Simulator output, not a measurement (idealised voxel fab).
Process module heading - voxel ribs on slabs
Pictured: cross-section cut, 260 nm wide, on a grid of 5 nm square cells.
Throughout this document, each cross-section is represented as a grid of square cells and is presented as a sequence of bands enumerated from the top downward, where a band comprises one or more rows of cells. Look at the band entry: it leads with the top's height and the bottom's height in nm. Then it lists the materials left to right, with a width in nm for each. The word "edge to edge" on a single material says that material fills the band edge to edge. The word "empty" is empty space. Beneath 0, the wafer as received is one material, and that level is where height counting begins. The lowest band goes on downward without a bottom; it is written like "0 nm and below". When a width is written as two numbers, as in "30 to 40", the first number is the width in the top row of cells of the band and the second is the width in its bottom row, and the width changes by the same amount from each row to the next. Any step labelled "stayed the same" changed none of the cells in the cross-section. In the "Fully sealed voids" entry, you get each enclosed empty space of 8 cells or more, one with no open way to the top, written width x height at distance, distance from the left edge, in nm. On each step's line, the part that comes after the settings is the simulator's own comment on the step. When a step includes a mask, the "overlay nm" setting on its line states how far to the right of its planned place that mask lay, and negative values state how far to the left.

# So here's the lineup of process steps we planned
1) op RECEIVE | material Si
2) op DIRECTIONAL_DEP | material SiO2 | thk nm 20
3) op DIRECTIONAL_DEP | material SiN | thk nm 15
4) op DIRECTIONAL_DEP | material aC | thk nm 10
5) op PATTERN | tone cover | mask id RIB | material resist | width nm 20 | thk nm 25 | overlay nm 0
6) op DIRECTIONAL_ETCH | etch materials aC | depth nm 10
7) op STRIP | etch materials resist
8) op DIRECTIONAL_ETCH | etch materials SiN | depth nm 10
9) op STRIP | etch materials aC
10) op MASKED_ETCH | tone cover | mask id SLAB | width nm 70 | etch materials SiN | depth nm 5 | overlay nm 0
11) op FILL_DEP | material SiO2 | thk nm 20
12) op CMP | height nm 45
13) op DIRECTIONAL_DEP | material TiN | thk nm 10
14) op PATTERN | tone cover | mask id HEATER | material resist | width nm 30 | thk nm 15 | overlay nm 0
15) op DIRECTIONAL_ETCH | etch materials TiN | depth nm 10
16) op STRIP | etch materials resist
17) op CONFORMAL_DEP | material SiO2 | thk nm 10

# Incoming wafer, cross-sectional view, post step 1
- 0 nm and below  Si edge to edge
- Fully sealed voids: none

# first wafer at the end, as planned
- 65 nm to 55 nm  empty=105 / SiO2=50 / empty=105
- 55 nm to 45 nm  SiO2=115 / TiN=30 / SiO2=115
- 45 nm to 35 nm  SiO2 edge to edge
- 35 nm to 25 nm  SiO2=120 / SiN=20 / SiO2=120
- 25 nm to 20 nm  SiO2=95 / SiN=70 / SiO2=95
- 20 nm to 0 nm  SiO2 edge to edge
- 0 nm and below  Si edge to edge
- Fully sealed voids: none

# Cross-section at end of module for the second wafer of two, which matched the first in starting point and plan and differed by one mistake in its processing
- 65 nm to 55 nm  empty=105 / SiO2=50 / empty=105
- 55 nm to 45 nm  SiO2=115 / TiN=30 / SiO2=115
- 45 nm to 25 nm  SiO2 edge to edge
- 25 nm to 20 nm  SiO2=120 / SiN=20 / SiO2=120
- 20 nm to 0 nm  SiO2 edge to edge
- 0 nm and below  Si edge to edge
- Fully sealed voids: none
What went wrong in running the wafer? the process deviated at step 3: the operation and settings actually run there were op DIRECTIONAL_DEP | material SiN | thk nm 5
Final difference in cells, second wafer against first, listed per material as more or fewer: SiN: 18 fewer, SiO2: 18 more
